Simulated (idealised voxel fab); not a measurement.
process module | voxel capacitor over wiring
cross-section cut | 240 nm wide | cells 5 nm
A cross-section is a grid of square cells, given in bands from the top down. A band is one or more rows of cells.
Each band's line starts with the height of the band's top and of its bottom, in nm. Then come its materials from left to right, each with its width in nm. One material with "throughout" fills the band from edge to edge. "air" is empty space.
Height 0 is the level under which the wafer as received is all one material. The lowest band goes on downwards, as in "0 down".
A width such as "30 to 40" changes by the same amount from each row of cells to the next, from the band's top row to its bottom row.
"no change" after a step means that no cell of the cross-section changed.
closed voids: empty space of 8 cells or more with no open way to the top, each as width x height at its distance from the left edge, in nm
after a step's settings: what the simulator itself notes on the step
overlay nm, on a step with a mask: how far to the right of its planned place the mask lay; to the left if negative
plan
1 op RECEIVE | material Si
2 op CONFORMAL_DEP | material SiO2 | thk nm 15
3 op CONFORMAL_DEP | material SiCN | thk nm 5
4 op DIRECTIONAL_DEP | material lowk | thk nm 15
5 op PATTERN | tone open | mask id METAL_1 | material resist | width nm 20 | pitch nm 70 | thk nm 20 | overlay nm 0
6 op DIRECTIONAL_ETCH | etch materials lowk | depth nm 15
7 op DIRECTIONAL_ETCH | etch materials SiCN | depth nm 5
8 op STRIP | etch materials resist
9 op CONFORMAL_DEP | material TiN | thk nm 5
10 op FILL_DEP | material Cu | thk nm 10
11 op CMP | height nm 35
12 op CONFORMAL_DEP | material SiCN | thk nm 5
13 op DIRECTIONAL_DEP | material lowk | thk nm 15
14 op MASKED_ETCH | tone open | mask id PLUG_1 | width nm 15 | etch materials lowk | depth nm 15 | overlay nm 0
15 op MASKED_ETCH | tone open | mask id PLUG_1 | width nm 15 | etch materials SiCN | depth nm 5 | overlay nm 0
16 op CONFORMAL_DEP | material TiN | thk nm 5
17 op FILL_DEP | material Cu | thk nm 10
18 op CMP | height nm 55
19 op DIRECTIONAL_DEP | material TiN | thk nm 5
20 op DIRECTIONAL_DEP | material HfO2 | thk nm 5
21 op DIRECTIONAL_DEP | material TiN | thk nm 5
22 op PATTERN | tone cover | mask id UPPER_PLATE | material resist | width nm 55 | thk nm 15 | overlay nm 0
23 op DIRECTIONAL_ETCH | etch materials TiN | depth nm 5
24 op DIRECTIONAL_ETCH | etch materials HfO2 | depth nm 5
25 op STRIP | etch materials resist
26 op DIRECTIONAL_DEP | material aC | thk nm 15
27 op PATTERN | tone cover | mask id LOWER_PLATE | material resist | width nm 65 | thk nm 30 | overlay nm 0
28 op DIRECTIONAL_ETCH | etch materials aC | depth nm 15
29 op STRIP | etch materials resist
30 op DIRECTIONAL_ETCH | etch materials TiN | depth nm 5
31 op STRIP | etch materials aC
32 op FILL_DEP | material SiO2 | thk nm 15
33 op CMP | height nm 80
34 op MASKED_ETCH | tone open | mask id PLUG_2 | width nm 15 | etch materials SiO2 | depth nm 10 | overlay nm 0
35 op CONFORMAL_DEP | material TiN | thk nm 5
36 op FILL_DEP | material Ru | thk nm 10
37 op CMP | height nm 80
38 op CONFORMAL_DEP | material SiN | thk nm 5
as received, after step 1
  0 down: Si throughout
  closed voids: none
a wafer at the end: this start, this plan, one mistake
  85 to 80: SiN throughout
  80 to 75: SiO2 90 | TiN 5 | Ru 5 | TiN 5 | SiO2 135
  75 to 65: SiO2 90 to 80 | TiN 15 to 55 | SiO2 135 to 105
  65 to 60: SiO2 80 | HfO2 55 | SiO2 105
  60 to 55: SiO2 75 | TiN 65 | SiO2 100
  55 to 40: lowk 80 | TiN 5 | Cu 5 | TiN 5 | lowk 145
  40 to 35: SiCN 80 | TiN 15 | SiCN 145
  35 to 25: lowk 75 | TiN 5 | Cu 10 | TiN 5 | lowk 50 | TiN 5 | Cu 10 | TiN 5 | lowk 75
  25 to 20: lowk 75 | TiN 20 | lowk 50 | TiN 20 | lowk 75
  20 to 5: SiO2 throughout
  5 to 0: SiCN throughout
  0 down: Si throughout
  closed voids: none
what went wrong: steps 2 and 3 were swapped
